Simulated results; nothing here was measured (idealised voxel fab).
process module | voxel ribs on slabs
cross-section cut | 265 nm wide | cells 5 nm
A cross-section is a grid of square cells, given in bands from the top down. A band is one or more rows of cells.
Each band's line starts with the height of the band's top and of its bottom, in nm. Then come its materials from left to right, each with its width in nm. One material with "throughout" fills the band from edge to edge. "air" is empty space.
Height 0 is the level under which the wafer as received is all one material. The lowest band goes on downwards, as in "0 down".
A width such as "30 to 40" changes by the same amount from each row of cells to the next, from the band's top row to its bottom row.
"no change" after a step means that no cell of the cross-section changed.
closed voids: empty space of 8 cells or more with no open way to the top, each as width x height at its distance from the left edge, in nm
after a step's settings: what the simulator itself notes on the step
overlay nm, on a step with a mask: how far to the right of its planned place the mask lay; to the left if negative
plan
1 op RECEIVE | material Si
2 op DIRECTIONAL_DEP | material SiO2 | thk nm 30
3 op DIRECTIONAL_DEP | material polySi | thk nm 20
4 op PATTERN | tone cover | mask id RIB | material resist | width nm 30 | thk nm 15 | overlay nm 0
5 op DIRECTIONAL_ETCH | etch materials polySi | depth nm 5
6 op STRIP | etch materials resist
7 op MASKED_ETCH | tone cover | mask id SLAB | width nm 60 | etch materials polySi | depth nm 15 | overlay nm 0
8 op FILL_DEP | material SiO2 | thk nm 20
9 op CMP | height nm 60
10 op DIRECTIONAL_DEP | material TiN | thk nm 10
11 op PATTERN | tone cover | mask id HEATER | material resist | width nm 40 | thk nm 15 | overlay nm 0
12 op DIRECTIONAL_ETCH | etch materials TiN | depth nm 10
13 op STRIP | etch materials resist
14 op CONFORMAL_DEP | material SiN | thk nm 10
as received, after step 1
  0 down: Si throughout
  closed voids: none
a wafer at the end: this start, this plan, one mistake
  80 to 70: air 100 | SiN 60 | air 105
  70 to 60: SiN 110 | TiN 40 | SiN 115
  60 to 50: SiN throughout
  50 to 45: SiN 115 | polySi 30 | SiN 120
  45 to 30: SiN 100 | polySi 60 | SiN 105
  30 to 0: SiO2 throughout
  0 down: Si throughout
  closed voids: none
what went wrong: step 8 ran as: op FILL_DEP | material SiN | thk nm 20
